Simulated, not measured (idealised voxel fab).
process module | voxel wiring stack
cross-section cut | 160 nm wide | cells 5 nm
A cross-section is a grid of square cells, given in bands from the top down. A band is one or more rows of cells.
Each band's line starts with the height of the band's top and of its bottom, in nm. Then come its materials from left to right, each with its width in nm. One material with "throughout" fills the band from edge to edge. "air" is empty space.
Height 0 is the level under which the wafer as received is all one material. The lowest band goes on downwards, as in "0 down".
A width such as "30 to 40" changes by the same amount from each row of cells to the next, from the band's top row to its bottom row.
"no change" after a step means that no cell of the cross-section changed.
closed voids: empty space of 8 cells or more with no open way to the top, each as width x height at its distance from the left edge, in nm
after a step's settings: what the simulator itself notes on the step
overlay nm, on a step with a mask: how far to the right of its planned place the mask lay; to the left if negative
plan
1 op RECEIVE | material Si
2 op CONFORMAL_DEP | material SiO2 | thk nm 15
3 op CONFORMAL_DEP | material SiCN | thk nm 5
4 op DIRECTIONAL_DEP | material lowk | thk nm 20
5 op DIRECTIONAL_DEP | material aC | thk nm 15
6 op PATTERN | tone open | mask id METAL_1 | material resist | width nm 25 | pitch nm 45 | thk nm 30 | overlay nm 0
7 op DIRECTIONAL_ETCH | etch materials aC | depth nm 15
8 op STRIP | etch materials resist
9 op DIRECTIONAL_ETCH | etch materials lowk | depth nm 20
10 op DIRECTIONAL_ETCH | etch materials SiCN | depth nm 5
11 op STRIP | etch materials aC
12 op CONFORMAL_DEP | material TiN | thk nm 5
13 op FILL_DEP | material Cu | thk nm 5
14 op CMP | height nm 40
15 op CONFORMAL_DEP | material SiCN | thk nm 5
16 op DIRECTIONAL_DEP | material lowk | thk nm 15
17 op MASKED_ETCH | tone open | mask id PLUG_1 | width nm 15 | pitch nm 45 | etch materials lowk | depth nm 15 | overlay nm 0
18 op MASKED_ETCH | tone open | mask id PLUG_1 | width nm 15 | pitch nm 45 | etch materials SiCN | depth nm 5 | overlay nm 0
19 op EPI | material Ru | thk nm 10
20 op EPI | material Ru | thk nm 10
21 op CONFORMAL_DEP | material SiCN | thk nm 5
22 op DIRECTIONAL_DEP | material SiO2 | thk nm 20
23 op PATTERN | tone open | mask id METAL_2 | material resist | width nm 25 | pitch nm 45 | thk nm 15 | overlay nm 0
24 op DIRECTIONAL_ETCH | etch materials SiO2 | depth nm 20
25 op DIRECTIONAL_ETCH | etch materials SiCN | depth nm 5
26 op STRIP | etch materials resist
27 op CONFORMAL_DEP | material TiN | thk nm 5
28 op FILL_DEP | material W | thk nm 10
29 op CMP | height nm 85
30 op CONFORMAL_DEP | material SiCN | thk nm 5
31 op DIRECTIONAL_DEP | material SiO2 | thk nm 35
32 op PATTERN | tone open | mask id METAL_3_HOLES | material resist | width nm 15 | pitch nm 45 | thk nm 20 | overlay nm 0
33 op DIRECTIONAL_ETCH | etch materials SiO2 | depth nm 35
34 op STRIP | etch materials resist
35 op DIRECTIONAL_DEP | material aC | thk nm 10
36 op PATTERN | tone open | mask id METAL_3 | material resist | width nm 25 | pitch nm 45 | thk nm 30 | overlay nm 0
37 op DIRECTIONAL_ETCH | etch materials aC | depth nm 10
38 op STRIP | etch materials resist
39 op DIRECTIONAL_ETCH | etch materials SiO2 | depth nm 20
40 op DIRECTIONAL_ETCH | etch materials SiCN | depth nm 5
41 op STRIP | etch materials aC
42 op CONFORMAL_DEP | material TiN | thk nm 5
43 op FILL_DEP | material Cu | thk nm 10
44 op CMP | height nm 125
45 op CONFORMAL_DEP | material SiCN | thk nm 5
46 op DIRECTIONAL_DEP | material SiO2 | thk nm 10
47 op PATTERN | tone open | mask id PLUG_3 | material resist | width nm 15 | pitch nm 45 | thk nm 15 | overlay nm 0
48 op DIRECTIONAL_ETCH | etch materials SiO2 | depth nm 10
49 op DIRECTIONAL_ETCH | etch materials SiCN | depth nm 5
50 op STRIP | etch materials resist
51 op EPI | material Ru | thk nm 10
52 op EPI | material Ru | thk nm 5
53 op DIRECTIONAL_DEP | material TiN | thk nm 5
54 op DIRECTIONAL_DEP | material Ru | thk nm 20
55 op PATTERN | tone cover | mask id METAL_4 | material resist | width nm 25 | pitch nm 45 | thk nm 15 | overlay nm 0
56 op DIRECTIONAL_ETCH | etch materials Ru | depth nm 20
57 op DIRECTIONAL_ETCH | etch materials TiN | depth nm 5
58 op STRIP | etch materials resist
59 op CONFORMAL_DEP | material SiN | thk nm 5
60 op FILL_DEP | material lowk | thk nm 10
61 op CMP | height nm 165
62 op CONFORMAL_DEP | material SiCN | thk nm 5
first wafer, as planned
as received, after step 1
  0 down: Si throughout
  closed voids: none
after step 2
  15 to 0: SiO2 throughout
  below 0: unchanged
after step 3
  20 to 15: SiCN throughout
  below 15: unchanged
after step 4
  40 to 20: lowk throughout
  below 20: unchanged
after step 5
  55 to 40: aC throughout
  below 40: unchanged
after step 6
  85 to 55: resist 45 | air 25 | resist 20 | air 25 | resist 45
  below 55: unchanged
after step 7
  70 to 55: resist 45 | air 25 | resist 20 | air 25 | resist 45
  55 to 40: aC 45 | air 25 | aC 20 | air 25 | aC 45
  below 40: unchanged
after step 8
  55 to 40: aC 45 | air 25 | aC 20 | air 25 | aC 45
  below 40: unchanged
after step 9
  55 to 40: aC 45 | air 25 | aC 20 | air 25 | aC 45
  40 to 20: lowk 45 | air 25 | lowk 20 | air 25 | lowk 45
  below 20: unchanged
after step 10
  55 to 40: aC 45 | air 25 | aC 20 | air 25 | aC 45
  40 to 20: lowk 45 | air 25 | lowk 20 | air 25 | lowk 45
  20 to 15: SiCN 45 | air 25 | SiCN 20 | air 25 | SiCN 45
  below 15: unchanged
after step 11
  40 to 20: lowk 45 | air 25 | lowk 20 | air 25 | lowk 45
  below 20: unchanged
after step 12
  45 to 40: TiN 50 | air 15 | TiN 30 | air 15 | TiN 50
  40 to 20: lowk 45 | TiN 5 | air 15 | TiN 5 | lowk 20 | TiN 5 | air 15 | TiN 5 | lowk 45
  20 to 15: SiCN 45 | TiN 25 | SiCN 20 | TiN 25 | SiCN 45
  below 15: unchanged
after step 13
  50 to 45: Cu throughout
  45 to 40: TiN 50 | Cu 15 | TiN 30 | Cu 15 | TiN 50
  40 to 20: lowk 45 | TiN 5 | Cu 15 | TiN 5 | lowk 20 | TiN 5 | Cu 15 | TiN 5 | lowk 45
  below 20: unchanged
after step 14
  40 to 20: lowk 45 | TiN 5 | Cu 15 | TiN 5 | lowk 20 | TiN 5 | Cu 15 | TiN 5 | lowk 45
  below 20: unchanged
after step 15
  45 to 40: SiCN throughout
  below 40: unchanged
after step 16
  60 to 45: lowk throughout
  below 45: unchanged
after step 17
  60 to 45: lowk 45 | air 15 | lowk 30 | air 15 | lowk 55
  below 45: unchanged
after step 18
  60 to 45: lowk 45 | air 15 | lowk 30 | air 15 | lowk 55
  45 to 40: SiCN 45 | air 15 | SiCN 30 | air 15 | SiCN 55
  below 40: unchanged
after step 19
  60 to 50: lowk 45 | air 15 | lowk 30 | air 15 | lowk 55
  50 to 45: lowk 45 | Ru 15 | lowk 30 | Ru 15 | lowk 55
  45 to 40: SiCN 45 | Ru 15 | SiCN 30 | Ru 15 | SiCN 55
  below 40: unchanged
after step 20
  60 to 45: lowk 45 | Ru 15 | lowk 30 | Ru 15 | lowk 55
  below 45: unchanged
after step 21
  65 to 60: SiCN throughout
  below 60: unchanged
after step 22
  85 to 65: SiO2 throughout
  below 65: unchanged
after step 23
  100 to 85: resist 45 | air 25 | resist 20 | air 25 | resist 45
  below 85: unchanged
after step 24
  100 to 85: resist 45 | air 25 | resist 20 | air 25 | resist 45
  85 to 65: SiO2 45 | air 25 | SiO2 20 | air 25 | SiO2 45
  below 65: unchanged
after step 25
  100 to 85: resist 45 | air 25 | resist 20 | air 25 | resist 45
  85 to 65: SiO2 45 | air 25 | SiO2 20 | air 25 | SiO2 45
  65 to 60: SiCN 45 | air 25 | SiCN 20 | air 25 | SiCN 45
  below 60: unchanged
after step 26
  85 to 65: SiO2 45 | air 25 | SiO2 20 | air 25 | SiO2 45
  below 65: unchanged
after step 27
  90 to 85: TiN 50 | air 15 | TiN 30 | air 15 | TiN 50
  85 to 65: SiO2 45 | TiN 5 | air 15 | TiN 5 | SiO2 20 | TiN 5 | air 15 | TiN 5 | SiO2 45
  65 to 60: SiCN 45 | TiN 25 | SiCN 20 | TiN 25 | SiCN 45
  below 60: unchanged
after step 28
  100 to 90: W throughout
  90 to 85: TiN 50 | W 15 | TiN 30 | W 15 | TiN 50
  85 to 65: SiO2 45 | TiN 5 | W 15 | TiN 5 | SiO2 20 | TiN 5 | W 15 | TiN 5 | SiO2 45
  below 65: unchanged
after step 29
  85 to 65: SiO2 45 | TiN 5 | W 15 | TiN 5 | SiO2 20 | TiN 5 | W 15 | TiN 5 | SiO2 45
  below 65: unchanged
after step 30
  90 to 85: SiCN throughout
  below 85: unchanged
after step 31
  125 to 90: SiO2 throughout
  below 90: unchanged
after step 32
  145 to 125: resist 45 | air 15 | resist 30 | air 15 | resist 55
  below 125: unchanged
after step 33
  145 to 125: resist 45 | air 15 | resist 30 | air 15 | resist 55
  125 to 90: SiO2 45 | air 15 | SiO2 30 | air 15 | SiO2 55
  below 90: unchanged
after step 34
  125 to 90: SiO2 45 | air 15 | SiO2 30 | air 15 | SiO2 55
  below 90: unchanged
after step 35
  135 to 125: aC 45 | air 15 | aC 30 | air 15 | aC 55
  125 to 100: SiO2 45 | air 15 | SiO2 30 | air 15 | SiO2 55
  100 to 90: SiO2 45 | aC 15 | SiO2 30 | aC 15 | SiO2 55
  below 90: unchanged
after step 36
  165 to 135: resist 45 | air 25 | resist 20 | air 25 | resist 45
  below 135: unchanged
after step 37
  155 to 135: resist 45 | air 25 | resist 20 | air 25 | resist 45
  135 to 125: aC 45 | air 25 | aC 20 | air 25 | aC 45
  125 to 90: SiO2 45 | air 15 | SiO2 30 | air 15 | SiO2 55
  below 90: unchanged
after step 38
  135 to 125: aC 45 | air 25 | aC 20 | air 25 | aC 45
  below 125: unchanged
after step 39
  135 to 125: aC 45 | air 25 | aC 20 | air 25 | aC 45
  125 to 105: SiO2 45 | air 25 | SiO2 20 | air 25 | SiO2 45
  below 105: unchanged
after step 40
  135 to 125: aC 45 | air 25 | aC 20 | air 25 | aC 45
  125 to 105: SiO2 45 | air 25 | SiO2 20 | air 25 | SiO2 45
  105 to 90: SiO2 45 | air 15 | SiO2 30 | air 15 | SiO2 55
  90 to 85: SiCN 45 | air 15 | SiCN 30 | air 15 | SiCN 55
  below 85: unchanged
after step 41
  125 to 105: SiO2 45 | air 25 | SiO2 20 | air 25 | SiO2 45
  below 105: unchanged
after step 42
  130 to 125: TiN 50 | air 15 | TiN 30 | air 15 | TiN 50
  125 to 110: SiO2 45 | TiN 5 | air 15 | TiN 5 | SiO2 20 | TiN 5 | air 15 | TiN 5 | SiO2 45
  110 to 105: SiO2 45 | TiN 5 | air 5 | TiN 15 | SiO2 20 | TiN 5 | air 5 | TiN 15 | SiO2 45
  105 to 90: SiO2 45 | TiN 5 | air 5 | TiN 5 | SiO2 30 | TiN 5 | air 5 | TiN 5 | SiO2 55
  90 to 85: SiCN 45 | TiN 15 | SiCN 30 | TiN 15 | SiCN 55
  below 85: unchanged
after step 43
  140 to 130: Cu throughout
  130 to 125: TiN 50 | Cu 15 | TiN 30 | Cu 15 | TiN 50
  125 to 110: SiO2 45 | TiN 5 | Cu 15 | TiN 5 | SiO2 20 | TiN 5 | Cu 15 | TiN 5 | SiO2 45
  110 to 105: SiO2 45 | TiN 5 | Cu 5 | TiN 15 | SiO2 20 | TiN 5 | Cu 5 | TiN 15 | SiO2 45
  105 to 90: SiO2 45 | TiN 5 | Cu 5 | TiN 5 | SiO2 30 | TiN 5 | Cu 5 | TiN 5 | SiO2 55
  below 90: unchanged
after step 44
  125 to 110: SiO2 45 | TiN 5 | Cu 15 | TiN 5 | SiO2 20 | TiN 5 | Cu 15 | TiN 5 | SiO2 45
  below 110: unchanged
after step 45
  130 to 125: SiCN throughout
  below 125: unchanged
after step 46
  140 to 130: SiO2 throughout
  below 130: unchanged
after step 47
  155 to 140: resist 45 | air 15 | resist 30 | air 15 | resist 55
  below 140: unchanged
after step 48
  155 to 140: resist 45 | air 15 | resist 30 | air 15 | resist 55
  140 to 130: SiO2 45 | air 15 | SiO2 30 | air 15 | SiO2 55
  below 130: unchanged
after step 49
  155 to 140: resist 45 | air 15 | resist 30 | air 15 | resist 55
  140 to 130: SiO2 45 | air 15 | SiO2 30 | air 15 | SiO2 55
  130 to 125: SiCN 45 | air 15 | SiCN 30 | air 15 | SiCN 55
  below 125: unchanged
after step 50
  140 to 130: SiO2 45 | air 15 | SiO2 30 | air 15 | SiO2 55
  below 130: unchanged
after step 51
  140 to 135: SiO2 45 | air 15 | SiO2 30 | air 15 | SiO2 55
  135 to 130: SiO2 45 | Ru 15 | SiO2 30 | Ru 15 | SiO2 55
  130 to 125: SiCN 45 | Ru 15 | SiCN 30 | Ru 15 | SiCN 55
  below 125: unchanged
after step 52
  140 to 130: SiO2 45 | Ru 15 | SiO2 30 | Ru 15 | SiO2 55
  below 130: unchanged
after step 53
  145 to 140: TiN throughout
  below 140: unchanged
after step 54
  165 to 145: Ru throughout
  below 145: unchanged
after step 55
  180 to 165: air 45 | resist 25 | air 20 | resist 25 | air 45
  below 165: unchanged
after step 56
  180 to 165: air 45 | resist 25 | air 20 | resist 25 | air 45
  165 to 145: air 45 | Ru 25 | air 20 | Ru 25 | air 45
  below 145: unchanged
after step 57
  180 to 165: air 45 | resist 25 | air 20 | resist 25 | air 45
  165 to 145: air 45 | Ru 25 | air 20 | Ru 25 | air 45
  145 to 140: air 45 | TiN 25 | air 20 | TiN 25 | air 45
  below 140: unchanged
after step 58
  165 to 145: air 45 | Ru 25 | air 20 | Ru 25 | air 45
  below 145: unchanged
after step 59
  170 to 165: air 40 | SiN 35 | air 10 | SiN 35 | air 40
  165 to 145: air 40 | SiN 5 | Ru 25 | SiN 5 | air 10 | SiN 5 | Ru 25 | SiN 5 | air 40
  145 to 140: SiN 45 | TiN 25 | SiN 20 | TiN 25 | SiN 45
  below 140: unchanged
after step 60
  180 to 170: lowk throughout
  170 to 165: lowk 40 | SiN 35 | lowk 10 | SiN 35 | lowk 40
  165 to 145: lowk 40 | SiN 5 | Ru 25 | SiN 5 | lowk 10 | SiN 5 | Ru 25 | SiN 5 | lowk 40
  below 145: unchanged
after step 61
  165 to 145: lowk 40 | SiN 5 | Ru 25 | SiN 5 | lowk 10 | SiN 5 | Ru 25 | SiN 5 | lowk 40
  below 145: unchanged
after step 62
  170 to 165: SiCN throughout
  below 165: unchanged
second wafer: like start, like plan, one mistake. Through step 1 it matches the first wafer
when step 2 should have ended
  30 to 0: SiO2 throughout
  below 0: unchanged
when step 3 should have ended
  35 to 30: SiCN throughout
  below 30: unchanged
when step 4 should have ended
  55 to 35: lowk throughout
  below 35: unchanged
when step 5 should have ended
  70 to 55: aC throughout
  below 55: unchanged
when step 6 should have ended
  100 to 70: resist 45 | air 25 | resist 20 | air 25 | resist 45
  below 70: unchanged
when step 7 should have ended
  85 to 70: resist 45 | air 25 | resist 20 | air 25 | resist 45
  70 to 55: aC 45 | air 25 | aC 20 | air 25 | aC 45
  below 55: unchanged
when step 8 should have ended
  70 to 55: aC 45 | air 25 | aC 20 | air 25 | aC 45
  below 55: unchanged
when step 9 should have ended
  70 to 55: aC 45 | air 25 | aC 20 | air 25 | aC 45
  55 to 35: lowk 45 | air 25 | lowk 20 | air 25 | lowk 45
  below 35: unchanged
when step 10 should have ended
  70 to 55: aC 45 | air 25 | aC 20 | air 25 | aC 45
  55 to 35: lowk 45 | air 25 | lowk 20 | air 25 | lowk 45
  35 to 30: SiCN 45 | air 25 | SiCN 20 | air 25 | SiCN 45
  below 30: unchanged
when step 11 should have ended
  55 to 35: lowk 45 | air 25 | lowk 20 | air 25 | lowk 45
  below 35: unchanged
when step 12 should have ended
  60 to 55: TiN 50 | air 15 | TiN 30 | air 15 | TiN 50
  55 to 35: lowk 45 | TiN 5 | air 15 | TiN 5 | lowk 20 | TiN 5 | air 15 | TiN 5 | lowk 45
  35 to 30: SiCN 45 | TiN 25 | SiCN 20 | TiN 25 | SiCN 45
  below 30: unchanged
when step 13 should have ended
  65 to 60: Cu throughout
  60 to 55: TiN 50 | Cu 15 | TiN 30 | Cu 15 | TiN 50
  55 to 35: lowk 45 | TiN 5 | Cu 15 | TiN 5 | lowk 20 | TiN 5 | Cu 15 | TiN 5 | lowk 45
  below 35: unchanged
when step 14 should have ended
  40 to 35: lowk 45 | TiN 5 | Cu 15 | TiN 5 | lowk 20 | TiN 5 | Cu 15 | TiN 5 | lowk 45
  below 35: unchanged
when step 15 should have ended
  45 to 40: SiCN throughout
  below 40: unchanged
when step 16 should have ended
  60 to 45: lowk throughout
  below 45: unchanged
when step 17 should have ended
  60 to 45: lowk 45 | air 15 | lowk 30 | air 15 | lowk 55
  below 45: unchanged
when step 18 should have ended
  60 to 45: lowk 45 | air 15 | lowk 30 | air 15 | lowk 55
  45 to 40: SiCN 45 | air 15 | SiCN 30 | air 15 | SiCN 55
  below 40: unchanged
when step 19 should have ended
  60 to 50: lowk 45 | air 15 | lowk 30 | air 15 | lowk 55
  50 to 45: lowk 45 | Ru 15 | lowk 30 | Ru 15 | lowk 55
  45 to 40: SiCN 45 | Ru 15 | SiCN 30 | Ru 15 | SiCN 55
  below 40: unchanged
when step 20 should have ended
  60 to 45: lowk 45 | Ru 15 | lowk 30 | Ru 15 | lowk 55
  below 45: unchanged
when step 21 should have ended
  65 to 60: SiCN throughout
  below 60: unchanged
when step 22 should have ended
  85 to 65: SiO2 throughout
  below 65: unchanged
when step 23 should have ended
  100 to 85: resist 45 | air 25 | resist 20 | air 25 | resist 45
  below 85: unchanged
when step 24 should have ended
  100 to 85: resist 45 | air 25 | resist 20 | air 25 | resist 45
  85 to 65: SiO2 45 | air 25 | SiO2 20 | air 25 | SiO2 45
  below 65: unchanged
when step 25 should have ended
  100 to 85: resist 45 | air 25 | resist 20 | air 25 | resist 45
  85 to 65: SiO2 45 | air 25 | SiO2 20 | air 25 | SiO2 45
  65 to 60: SiCN 45 | air 25 | SiCN 20 | air 25 | SiCN 45
  below 60: unchanged
when step 26 should have ended
  85 to 65: SiO2 45 | air 25 | SiO2 20 | air 25 | SiO2 45
  below 65: unchanged
when step 27 should have ended
  90 to 85: TiN 50 | air 15 | TiN 30 | air 15 | TiN 50
  85 to 65: SiO2 45 | TiN 5 | air 15 | TiN 5 | SiO2 20 | TiN 5 | air 15 | TiN 5 | SiO2 45
  65 to 60: SiCN 45 | TiN 25 | SiCN 20 | TiN 25 | SiCN 45
  below 60: unchanged
when step 28 should have ended
  100 to 90: W throughout
  90 to 85: TiN 50 | W 15 | TiN 30 | W 15 | TiN 50
  85 to 65: SiO2 45 | TiN 5 | W 15 | TiN 5 | SiO2 20 | TiN 5 | W 15 | TiN 5 | SiO2 45
  below 65: unchanged
when step 29 should have ended
  85 to 65: SiO2 45 | TiN 5 | W 15 | TiN 5 | SiO2 20 | TiN 5 | W 15 | TiN 5 | SiO2 45
  below 65: unchanged
when step 30 should have ended
  90 to 85: SiCN throughout
  below 85: unchanged
when step 31 should have ended
  125 to 90: SiO2 throughout
  below 90: unchanged
when step 32 should have ended
  145 to 125: resist 45 | air 15 | resist 30 | air 15 | resist 55
  below 125: unchanged
when step 33 should have ended
  145 to 125: resist 45 | air 15 | resist 30 | air 15 | resist 55
  125 to 90: SiO2 45 | air 15 | SiO2 30 | air 15 | SiO2 55
  below 90: unchanged
when step 34 should have ended
  125 to 90: SiO2 45 | air 15 | SiO2 30 | air 15 | SiO2 55
  below 90: unchanged
when step 35 should have ended
  135 to 125: aC 45 | air 15 | aC 30 | air 15 | aC 55
  125 to 100: SiO2 45 | air 15 | SiO2 30 | air 15 | SiO2 55
  100 to 90: SiO2 45 | aC 15 | SiO2 30 | aC 15 | SiO2 55
  below 90: unchanged
when step 36 should have ended
  165 to 135: resist 45 | air 25 | resist 20 | air 25 | resist 45
  below 135: unchanged
when step 37 should have ended
  155 to 135: resist 45 | air 25 | resist 20 | air 25 | resist 45
  135 to 125: aC 45 | air 25 | aC 20 | air 25 | aC 45
  125 to 90: SiO2 45 | air 15 | SiO2 30 | air 15 | SiO2 55
  below 90: unchanged
when step 38 should have ended
  135 to 125: aC 45 | air 25 | aC 20 | air 25 | aC 45
  below 125: unchanged
when step 39 should have ended
  135 to 125: aC 45 | air 25 | aC 20 | air 25 | aC 45
  125 to 105: SiO2 45 | air 25 | SiO2 20 | air 25 | SiO2 45
  below 105: unchanged
when step 40 should have ended
  135 to 125: aC 45 | air 25 | aC 20 | air 25 | aC 45
  125 to 105: SiO2 45 | air 25 | SiO2 20 | air 25 | SiO2 45
  105 to 90: SiO2 45 | air 15 | SiO2 30 | air 15 | SiO2 55
  90 to 85: SiCN 45 | air 15 | SiCN 30 | air 15 | SiCN 55
  below 85: unchanged
when step 41 should have ended
  125 to 105: SiO2 45 | air 25 | SiO2 20 | air 25 | SiO2 45
  below 105: unchanged
when step 42 should have ended
  130 to 125: TiN 50 | air 15 | TiN 30 | air 15 | TiN 50
  125 to 110: SiO2 45 | TiN 5 | air 15 | TiN 5 | SiO2 20 | TiN 5 | air 15 | TiN 5 | SiO2 45
  110 to 105: SiO2 45 | TiN 5 | air 5 | TiN 15 | SiO2 20 | TiN 5 | air 5 | TiN 15 | SiO2 45
  105 to 90: SiO2 45 | TiN 5 | air 5 | TiN 5 | SiO2 30 | TiN 5 | air 5 | TiN 5 | SiO2 55
  90 to 85: SiCN 45 | TiN 15 | SiCN 30 | TiN 15 | SiCN 55
  below 85: unchanged
when step 43 should have ended
  140 to 130: Cu throughout
  130 to 125: TiN 50 | Cu 15 | TiN 30 | Cu 15 | TiN 50
  125 to 110: SiO2 45 | TiN 5 | Cu 15 | TiN 5 | SiO2 20 | TiN 5 | Cu 15 | TiN 5 | SiO2 45
  110 to 105: SiO2 45 | TiN 5 | Cu 5 | TiN 15 | SiO2 20 | TiN 5 | Cu 5 | TiN 15 | SiO2 45
  105 to 90: SiO2 45 | TiN 5 | Cu 5 | TiN 5 | SiO2 30 | TiN 5 | Cu 5 | TiN 5 | SiO2 55
  below 90: unchanged
when step 44 should have ended
  125 to 110: SiO2 45 | TiN 5 | Cu 15 | TiN 5 | SiO2 20 | TiN 5 | Cu 15 | TiN 5 | SiO2 45
  below 110: unchanged
when step 45 should have ended
  130 to 125: SiCN throughout
  below 125: unchanged
when step 46 should have ended
  140 to 130: SiO2 throughout
  below 130: unchanged
when step 47 should have ended
  155 to 140: resist 45 | air 15 | resist 30 | air 15 | resist 55
  below 140: unchanged
when step 48 should have ended
  155 to 140: resist 45 | air 15 | resist 30 | air 15 | resist 55
  140 to 130: SiO2 45 | air 15 | SiO2 30 | air 15 | SiO2 55
  below 130: unchanged
when step 49 should have ended
  155 to 140: resist 45 | air 15 | resist 30 | air 15 | resist 55
  140 to 130: SiO2 45 | air 15 | SiO2 30 | air 15 | SiO2 55
  130 to 125: SiCN 45 | air 15 | SiCN 30 | air 15 | SiCN 55
  below 125: unchanged
when step 50 should have ended
  140 to 130: SiO2 45 | air 15 | SiO2 30 | air 15 | SiO2 55
  below 130: unchanged
when step 51 should have ended
  140 to 135: SiO2 45 | air 15 | SiO2 30 | air 15 | SiO2 55
  135 to 130: SiO2 45 | Ru 15 | SiO2 30 | Ru 15 | SiO2 55
  130 to 125: SiCN 45 | Ru 15 | SiCN 30 | Ru 15 | SiCN 55
  below 125: unchanged
when step 52 should have ended
  140 to 130: SiO2 45 | Ru 15 | SiO2 30 | Ru 15 | SiO2 55
  below 130: unchanged
when step 53 should have ended
  145 to 140: TiN throughout
  below 140: unchanged
when step 54 should have ended
  165 to 145: Ru throughout
  below 145: unchanged
when step 55 should have ended
  180 to 165: air 45 | resist 25 | air 20 | resist 25 | air 45
  below 165: unchanged
when step 56 should have ended
  180 to 165: air 45 | resist 25 | air 20 | resist 25 | air 45
  165 to 145: air 45 | Ru 25 | air 20 | Ru 25 | air 45
  below 145: unchanged
when step 57 should have ended
  180 to 165: air 45 | resist 25 | air 20 | resist 25 | air 45
  165 to 145: air 45 | Ru 25 | air 20 | Ru 25 | air 45
  145 to 140: air 45 | TiN 25 | air 20 | TiN 25 | air 45
  below 140: unchanged
when step 58 should have ended
  165 to 145: air 45 | Ru 25 | air 20 | Ru 25 | air 45
  below 145: unchanged
when step 59 should have ended
  170 to 165: air 40 | SiN 35 | air 10 | SiN 35 | air 40
  165 to 145: air 40 | SiN 5 | Ru 25 | SiN 5 | air 10 | SiN 5 | Ru 25 | SiN 5 | air 40
  145 to 140: SiN 45 | TiN 25 | SiN 20 | TiN 25 | SiN 45
  below 140: unchanged
when step 60 should have ended
  180 to 170: lowk throughout
  170 to 165: lowk 40 | SiN 35 | lowk 10 | SiN 35 | lowk 40
  165 to 145: lowk 40 | SiN 5 | Ru 25 | SiN 5 | lowk 10 | SiN 5 | Ru 25 | SiN 5 | lowk 40
  below 145: unchanged
when step 61 should have ended
  165 to 145: lowk 40 | SiN 5 | Ru 25 | SiN 5 | lowk 10 | SiN 5 | Ru 25 | SiN 5 | lowk 40
  below 145: unchanged
when step 62 should have ended
  170 to 165: SiCN throughout
  below 165: unchanged
what went wrong: step 2 was run twice
at the end the second wafer has, in cells: 18 fewer of Cu | 96 more of SiO2 | 12 fewer of TiN | 66 fewer of lowk
